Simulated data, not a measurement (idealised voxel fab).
Process module, titled voxel self aligned vias
Shown is cross-section cut, with a width of 155 nm and square cells of size 5 nm.
A cross-section is a grid of square cells, given in bands from the top down. A band is one or more rows of cells. Read a band's entry like this: the first values are the height of its top and the height of its bottom in nm, and what follows is the sequence of materials from left to right, each with its width in nm. Note that "blank" is empty space, and that a single material marked "all across" reaches across the band from edge to edge. Where do heights start? At 0: under that level the wafer as delivered is made of one material only. And the lowest band has no floor; it just carries on downward, as in "from 0 down". Width "30 to 40": first value at the band's top row of cells, second value at its bottom row, equal change from row to row. "changes: none" means the step left every cell of the cross-section as it was. Listed in "Listed closed voids": every empty space of 8 or more cells without an open way to the top. Form: width x height at distance, the distance being from the left edge, all in nm. Past the settings on a step's line: simulator remark, on that step. Among the settings permitted on a step's line is "overlay nm"; applied to a step with a mask, it specifies the extent to which the mask lay to the right of its planned position, whereas a negative figure signifies a position to the left.

[Below is the list of planned process steps]
1 RECEIVE | material Si
2 CONFORMAL_DEP | material SiO2 | thk nm 10
3 CONFORMAL_DEP | material SiCN | thk nm 5
4 DIRECTIONAL_DEP | material lowk | thk nm 25
5 DIRECTIONAL_DEP | material aC | thk nm 15
6 PATTERN | tone open | mask id LINES | material resist | width nm 20 | pitch nm 70 | thk nm 35 | overlay nm 0
7 DIRECTIONAL_ETCH | etch materials aC | depth nm 15
8 STRIP | etch materials resist
9 DIRECTIONAL_ETCH | etch materials lowk | depth nm 25
10 STRIP | etch materials aC
11 CONFORMAL_DEP | material TiN | thk nm 5
12 FILL_DEP | material Ru | thk nm 5
13 CMP | height nm 40
14 SELECTIVE_ETCH | etch materials W Ru TiN | depth nm 5
15 FILL_DEP | material SiN | thk nm 10
16 CMP | height nm 40
17 DIRECTIONAL_DEP | material lowk | thk nm 15
18 MASKED_ETCH | tone open | mask id VIAS | width nm 40 | etch materials lowk | depth nm 15 | overlay nm 0
19 MASKED_ETCH | tone open | mask id VIAS | width nm 40 | etch materials SiN | depth nm 5 | overlay nm 0
20 CONFORMAL_DEP | material TiN | thk nm 5
21 FILL_DEP | material Cu | thk nm 10
22 CMP | height nm 55
23 CONFORMAL_DEP | material SiN | thk nm 5

[The first of two wafers, run as planned]

[Incoming wafer in cross-section (state: after step 1)]
> from 0 down  Si all across
> Listed closed voids: none

[Cross-section of the wafer after step 2]
> from 10 to 0  SiO2 all across
> Under the height 0 nothing was changed.

[Cross-section of the wafer after step 3]
> from 15 to 10  SiCN all across
> Under the height 10 nothing was changed.

[Cross-section of the wafer after step 4]
> from 40 to 15  lowk all across
> Under the height 15 nothing was changed.

[Cross-section of the wafer after step 5]
> from 55 to 40  aC all across
> Under the height 40 nothing was changed.

[Cross-section of the wafer after step 6]
> from 90 to 55  resist: 30, blank: 20, resist: 50, blank: 20, resist: 35
> Under the height 55 nothing was changed.

[Cross-section of the wafer after step 7]
> from 75 to 55  resist: 30, blank: 20, resist: 50, blank: 20, resist: 35
> from 55 to 40  aC: 30, blank: 20, aC: 50, blank: 20, aC: 35
> Under the height 40 nothing was changed.

[Cross-section of the wafer after step 8]
> from 55 to 40  aC: 30, blank: 20, aC: 50, blank: 20, aC: 35
> Under the height 40 nothing was changed.

[Cross-section of the wafer after step 9]
> from 55 to 40  aC: 30, blank: 20, aC: 50, blank: 20, aC: 35
> from 40 to 15  lowk: 30, blank: 20, lowk: 50, blank: 20, lowk: 35
> Under the height 15 nothing was changed.

[Cross-section of the wafer after step 10]
> from 40 to 15  lowk: 30, blank: 20, lowk: 50, blank: 20, lowk: 35
> Under the height 15 nothing was changed.

[Cross-section of the wafer after step 11]
> from 45 to 40  TiN: 35, blank: 10, TiN: 60, blank: 10, TiN: 40
> from 40 to 20  lowk: 30, TiN: 5, blank: 10, TiN: 5, lowk: 50, TiN: 5, blank: 10, TiN: 5, lowk: 35
> from 20 to 15  lowk: 30, TiN: 20, lowk: 50, TiN: 20, lowk: 35
> Under the height 15 nothing was changed.

[Cross-section of the wafer after step 12]
> from 50 to 45  Ru all across
> from 45 to 40  TiN: 35, Ru: 10, TiN: 60, Ru: 10, TiN: 40
> from 40 to 20  lowk: 30, TiN: 5, Ru: 10, TiN: 5, lowk: 50, TiN: 5, Ru: 10, TiN: 5, lowk: 35
> Under the height 20 nothing was changed.

[Cross-section of the wafer after step 13]
> from 40 to 20  lowk: 30, TiN: 5, Ru: 10, TiN: 5, lowk: 50, TiN: 5, Ru: 10, TiN: 5, lowk: 35
> Under the height 20 nothing was changed.

[Cross-section of the wafer after step 14]
> from 40 to 35  lowk: 30, blank: 20, lowk: 50, blank: 20, lowk: 35
> Under the height 35 nothing was changed.

[Cross-section of the wafer after step 15]
> from 50 to 40  SiN all across
> from 40 to 35  lowk: 30, SiN: 20, lowk: 50, SiN: 20, lowk: 35
> Under the height 35 nothing was changed.

[Cross-section of the wafer after step 16]
> from 40 to 35  lowk: 30, SiN: 20, lowk: 50, SiN: 20, lowk: 35
> Under the height 35 nothing was changed.

[Cross-section of the wafer after step 17]
> from 55 to 40  lowk all across
> Under the height 40 nothing was changed.

[Cross-section of the wafer after step 18]
> from 55 to 40  lowk: 20, blank: 40, lowk: 95
> Under the height 40 nothing was changed.

[Cross-section of the wafer after step 19]
> from 55 to 40  lowk: 20, blank: 40, lowk: 95
> from 40 to 35  lowk: 30, blank: 20, lowk: 50, SiN: 20, lowk: 35
> Under the height 35 nothing was changed.

[Cross-section of the wafer after step 20]
> from 60 to 55  TiN: 25, blank: 30, TiN: 100
> from 55 to 45  lowk: 20, TiN: 5, blank: 30, TiN: 5, lowk: 95
> from 45 to 40  lowk: 20, TiN: 15, blank: 10, TiN: 15, lowk: 95
> from 40 to 35  lowk: 30, TiN: 20, lowk: 50, SiN: 20, lowk: 35
> Under the height 35 nothing was changed.

[Cross-section of the wafer after step 21]
> from 70 to 60  Cu all across
> from 60 to 55  TiN: 25, Cu: 30, TiN: 100
> from 55 to 45  lowk: 20, TiN: 5, Cu: 30, TiN: 5, lowk: 95
> from 45 to 40  lowk: 20, TiN: 15, Cu: 10, TiN: 15, lowk: 95
> Under the height 40 nothing was changed.

[Cross-section of the wafer after step 22]
> from 55 to 45  lowk: 20, TiN: 5, Cu: 30, TiN: 5, lowk: 95
> Under the height 45 nothing was changed.

[Cross-section of the wafer after step 23]
> from 60 to 55  SiN all across
> Under the height 55 nothing was changed.

[For the second wafer, take the first wafer's start and plan, then add one mistake made in running it; everything through step 13, that step included, is shared with the first]

[when step 14 should have ended]
> from 40 to 35  lowk: 30, blank: 5, Ru: 10, blank: 5, lowk: 50, blank: 5, Ru: 10, blank: 5, lowk: 35
> Under the height 35 nothing was changed.

[when step 15 should have ended]
> from 50 to 40  SiN all across
> from 40 to 35  lowk: 30, SiN: 5, Ru: 10, SiN: 5, lowk: 50, SiN: 5, Ru: 10, SiN: 5, lowk: 35
> Under the height 35 nothing was changed.

[when step 16 should have ended]
> from 40 to 35  lowk: 30, SiN: 5, Ru: 10, SiN: 5, lowk: 50, SiN: 5, Ru: 10, SiN: 5, lowk: 35
> Under the height 35 nothing was changed.

[when step 17 should have ended]
> from 55 to 40  lowk all across
> Under the height 40 nothing was changed.

[when step 18 should have ended]
> from 55 to 40  lowk: 20, blank: 40, lowk: 95
> Under the height 40 nothing was changed.

[when step 19 should have ended]
> from 55 to 40  lowk: 20, blank: 40, lowk: 95
> from 40 to 35  lowk: 30, blank: 5, Ru: 10, blank: 5, lowk: 50, SiN: 5, Ru: 10, SiN: 5, lowk: 35
> Under the height 35 nothing was changed.

[when step 20 should have ended]
> from 60 to 55  TiN: 25, blank: 30, TiN: 100
> from 55 to 45  lowk: 20, TiN: 5, blank: 30, TiN: 5, lowk: 95
> from 45 to 40  lowk: 20, TiN: 40, lowk: 95
> from 40 to 35  lowk: 30, TiN: 5, Ru: 10, TiN: 5, lowk: 50, SiN: 5, Ru: 10, SiN: 5, lowk: 35
> Under the height 35 nothing was changed.

[when step 21 should have ended]
> from 70 to 60  Cu all across
> from 60 to 55  TiN: 25, Cu: 30, TiN: 100
> from 55 to 45  lowk: 20, TiN: 5, Cu: 30, TiN: 5, lowk: 95
> Under the height 45 nothing was changed.

[when step 22 should have ended]
> from 55 to 45  lowk: 20, TiN: 5, Cu: 30, TiN: 5, lowk: 95
> Under the height 45 nothing was changed.

[when step 23 should have ended]
> from 60 to 55  SiN all across
> Under the height 55 nothing was changed.
Deviation from plan: planned and actual differ for step 14; actual: SELECTIVE_ETCH | etch materials TiN | depth nm 5
It is noted that, at the conclusion of processing, the second wafer exhibits a higher or lower cell count for certain materials relative to the first: -2 Cu, +4 Ru, -2 SiN
